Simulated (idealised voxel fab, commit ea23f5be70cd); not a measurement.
Proc. module: voxel quadruple lines
Square cell edge 5 nm, section width 270 nm, ID cut.
Just so we're on the same page, the cross-sections are grids of square cells, and they're listed out in bands top to bottom, each band one or more rows deep.
Within each band entry, the heights of the top and of the bottom of the band appear first, in that order and in nm; the materials of the band then follow from left to right, each with its corresponding width in nm. The designation "everywhere" on a single material indicates that it fills the band from edge to edge; the designation "empty" indicates empty space.
Heights are measured from 0, the level below which the as-received wafer is all one material; the lowest band has no bottom and continues downward, written as in "z 0 and below".
Think of "30 to 40" as a width that walks from the first number to the second as you go down the band, top row to bottom row, taking equal-sized steps from row to row.
"left unchanged" for a step: no cell of the cross-section changed in that step.
Closed-off voids: empty space of 8 cells or more with no open way to the top, each as width x height at its distance from the left edge, in nm
On a step's line, text after the settings is the simulator commenting on that step.
overlay nm, on a step with a mask: how far to the right of its planned place the mask lay; to the left if negative

Planned step list for the process
1,RECEIVE: material Si
2,CONFORMAL_DEP: material SiO2, thk nm 10
3,DIRECTIONAL_DEP: material TiN, thk nm 10
4,DIRECTIONAL_DEP: material polySi, thk nm 15
5,DIRECTIONAL_DEP: material aC, thk nm 20
6,PATTERN: tone cover, mask id MANDREL, material resist, width nm 35, thk nm 30, overlay nm 0
7,DIRECTIONAL_ETCH: etch materials aC, depth nm 20
8,STRIP: etch materials resist
9,CONFORMAL_DEP: material SiO2, thk nm 15
10,DIRECTIONAL_ETCH: etch materials SiO2, depth nm 15
11,STRIP: etch materials aC
12,DIRECTIONAL_ETCH: etch materials polySi, depth nm 15
13,STRIP: etch materials SiO2
14,CONFORMAL_DEP: material SiN, thk nm 10
15,DIRECTIONAL_ETCH: etch materials SiN, depth nm 10
16,STRIP: etch materials polySi
17,DIRECTIONAL_ETCH: etch materials TiN, depth nm 10
18,STRIP: etch materials SiN
19,FILL_DEP: material SiO2, thk nm 5
20,CMP: height nm 20

First of the two wafers, run per plan

Incoming wafer, cross-sectional view, post step 1
> z 0 and below  Si everywhere
> Closed-off voids: none

Cross-section of the wafer subsequent to step 2
> z 10 to 0  SiO2 everywhere
> Heights below 0 show no change.

Cross-section of the wafer subsequent to step 3
> z 20 to 10  TiN everywhere
> Heights below 10 show no change.

Cross-section of the wafer subsequent to step 4
> z 35 to 20  polySi everywhere
> Heights below 20 show no change.

Cross-section of the wafer subsequent to step 5
> z 55 to 35  aC everywhere
> Heights below 35 show no change.

Cross-section of the wafer subsequent to step 6
> z 85 to 55  115 nm empty  35 nm resist  120 nm empty
> Heights below 55 show no change.

Cross-section of the wafer subsequent to step 7
> z 65 to 55  115 nm empty  35 nm resist  120 nm empty
> z 55 to 35  115 nm empty  35 nm aC  120 nm empty
> Heights below 35 show no change.

Cross-section of the wafer subsequent to step 8
> z 55 to 35  115 nm empty  35 nm aC  120 nm empty
> Heights below 35 show no change.

Cross-section of the wafer subsequent to step 9
> z 70 to 55  100 nm empty  65 nm SiO2  105 nm empty
> z 55 to 50  100 nm empty  15 nm SiO2  35 nm aC  15 nm SiO2  105 nm empty
> z 50 to 35  115 nm SiO2  35 nm aC  120 nm SiO2
> Heights below 35 show no change.

Cross-section of the wafer subsequent to step 10
> z 55 to 35  100 nm empty  15 nm SiO2  35 nm aC  15 nm SiO2  105 nm empty
> Heights below 35 show no change.

Cross-section of the wafer subsequent to step 11
> z 55 to 35  100 nm empty  15 nm SiO2  35 nm empty  15 nm SiO2  105 nm empty
> Heights below 35 show no change.

Cross-section of the wafer subsequent to step 12
> z 55 to 35  100 nm empty  15 nm SiO2  35 nm empty  15 nm SiO2  105 nm empty
> z 35 to 20  100 nm empty  15 nm polySi  35 nm empty  15 nm polySi  105 nm empty
> Heights below 20 show no change.

Cross-section of the wafer subsequent to step 13
> z 35 to 20  100 nm empty  15 nm polySi  35 nm empty  15 nm polySi  105 nm empty
> Heights below 20 show no change.

Cross-section of the wafer subsequent to step 14
> z 45 to 35  90 nm empty  35 nm SiN  15 nm empty  35 nm SiN  95 nm empty
> z 35 to 30  90 nm empty  10 nm SiN  15 nm polySi  10 nm SiN  15 nm empty  10 nm SiN  15 nm polySi  10 nm SiN  95 nm empty
> z 30 to 20  100 nm SiN  15 nm polySi  35 nm SiN  15 nm polySi  105 nm SiN
> Heights below 20 show no change.

Cross-section of the wafer subsequent to step 15
> z 35 to 20  90 nm empty  10 nm SiN  15 nm polySi  10 nm SiN  15 nm empty  10 nm SiN  15 nm polySi  10 nm SiN  95 nm empty
> Heights below 20 show no change.

Cross-section of the wafer subsequent to step 16
> z 35 to 20  90 nm empty  10 nm SiN  15 nm empty  10 nm SiN  15 nm empty  10 nm SiN  15 nm empty  10 nm SiN  95 nm empty
> Heights below 20 show no change.

Cross-section of the wafer subsequent to step 17
> z 35 to 20  90 nm empty  10 nm SiN  15 nm empty  10 nm SiN  15 nm empty  10 nm SiN  15 nm empty  10 nm SiN  95 nm empty
> z 20 to 10  90 nm empty  10 nm TiN  15 nm empty  10 nm TiN  15 nm empty  10 nm TiN  15 nm empty  10 nm TiN  95 nm empty
> Heights below 10 show no change.

Cross-section of the wafer subsequent to step 18
> z 20 to 10  90 nm empty  10 nm TiN  15 nm empty  10 nm TiN  15 nm empty  10 nm TiN  15 nm empty  10 nm TiN  95 nm empty
> Heights below 10 show no change.

Cross-section of the wafer subsequent to step 19
> z 25 to 20  SiO2 everywhere
> z 20 to 10  90 nm SiO2  10 nm TiN  15 nm SiO2  10 nm TiN  15 nm SiO2  10 nm TiN  15 nm SiO2  10 nm TiN  95 nm SiO2
> Heights below 10 show no change.

Cross-section of the wafer subsequent to step 20
> z 20 to 10  90 nm SiO2  10 nm TiN  15 nm SiO2  10 nm TiN  15 nm SiO2  10 nm TiN  15 nm SiO2  10 nm TiN  95 nm SiO2
> Heights below 10 show no change.

Second Wafer (Identical Start and Plan, One Processing Error; Matches First Wafer Through Step 5)

Second wafer, sectioned view, at step 6's planned end time
> z 85 to 55  120 nm empty  30 nm resist  120 nm empty
> Heights below 55 show no change.

Second wafer, sectioned view, at step 7's planned end time
> z 65 to 55  120 nm empty  30 nm resist  120 nm empty
> z 55 to 35  120 nm empty  30 nm aC  120 nm empty
> Heights below 35 show no change.

Second wafer, sectioned view, at step 8's planned end time
> z 55 to 35  120 nm empty  30 nm aC  120 nm empty
> Heights below 35 show no change.

Second wafer, sectioned view, at step 9's planned end time
> z 70 to 55  105 nm empty  60 nm SiO2  105 nm empty
> z 55 to 50  105 nm empty  15 nm SiO2  30 nm aC  15 nm SiO2  105 nm empty
> z 50 to 35  120 nm SiO2  30 nm aC  120 nm SiO2
> Heights below 35 show no change.

Second wafer, sectioned view, at step 10's planned end time
> z 55 to 35  105 nm empty  15 nm SiO2  30 nm aC  15 nm SiO2  105 nm empty
> Heights below 35 show no change.

Second wafer, sectioned view, at step 11's planned end time
> z 55 to 35  105 nm empty  15 nm SiO2  30 nm empty  15 nm SiO2  105 nm empty
> Heights below 35 show no change.

Second wafer, sectioned view, at step 12's planned end time
> z 55 to 35  105 nm empty  15 nm SiO2  30 nm empty  15 nm SiO2  105 nm empty
> z 35 to 20  105 nm empty  15 nm polySi  30 nm empty  15 nm polySi  105 nm empty
> Heights below 20 show no change.

Second wafer, sectioned view, at step 13's planned end time
> z 35 to 20  105 nm empty  15 nm polySi  30 nm empty  15 nm polySi  105 nm empty
> Heights below 20 show no change.

Second wafer, sectioned view, at step 14's planned end time
> z 45 to 35  95 nm empty  35 nm SiN  10 nm empty  35 nm SiN  95 nm empty
> z 35 to 30  95 nm empty  10 nm SiN  15 nm polySi  10 nm SiN  10 nm empty  10 nm SiN  15 nm polySi  10 nm SiN  95 nm empty
> z 30 to 20  105 nm SiN  15 nm polySi  30 nm SiN  15 nm polySi  105 nm SiN
> Heights below 20 show no change.

Second wafer, sectioned view, at step 15's planned end time
> z 35 to 20  95 nm empty  10 nm SiN  15 nm polySi  10 nm SiN  10 nm empty  10 nm SiN  15 nm polySi  10 nm SiN  95 nm empty
> Heights below 20 show no change.

Second wafer, sectioned view, at step 16's planned end time
> z 35 to 20  95 nm empty  10 nm SiN  15 nm empty  10 nm SiN  10 nm empty  10 nm SiN  15 nm empty  10 nm SiN  95 nm empty
> Heights below 20 show no change.

Second wafer, sectioned view, at step 17's planned end time
> z 35 to 20  95 nm empty  10 nm SiN  15 nm empty  10 nm SiN  10 nm empty  10 nm SiN  15 nm empty  10 nm SiN  95 nm empty
> z 20 to 10  95 nm empty  10 nm TiN  15 nm empty  10 nm TiN  10 nm empty  10 nm TiN  15 nm empty  10 nm TiN  95 nm empty
> Heights below 10 show no change.

Second wafer, sectioned view, at step 18's planned end time
> z 20 to 10  95 nm empty  10 nm TiN  15 nm empty  10 nm TiN  10 nm empty  10 nm TiN  15 nm empty  10 nm TiN  95 nm empty
> Heights below 10 show no change.

Second wafer, sectioned view, at step 19's planned end time
> z 25 to 20  SiO2 everywhere
> z 20 to 10  95 nm SiO2  10 nm TiN  15 nm SiO2  10 nm TiN  10 nm SiO2  10 nm TiN  15 nm SiO2  10 nm TiN  95 nm SiO2
> Heights below 10 show no change.

Second wafer, sectioned view, at step 20's planned end time
> z 20 to 10  95 nm SiO2  10 nm TiN  15 nm SiO2  10 nm TiN  10 nm SiO2  10 nm TiN  15 nm SiO2  10 nm TiN  95 nm SiO2
> Heights below 10 show no change.
Here's what went sideways: heads up, step 6 didn't go per plan, it actually ran as PATTERN: tone cover, mask id MANDREL, material resist, width nm 30, thk nm 30, overlay nm 0
At the end, each material covers as many cells on the second wafer as it does on the first, though the cells it covers are elsewhere.
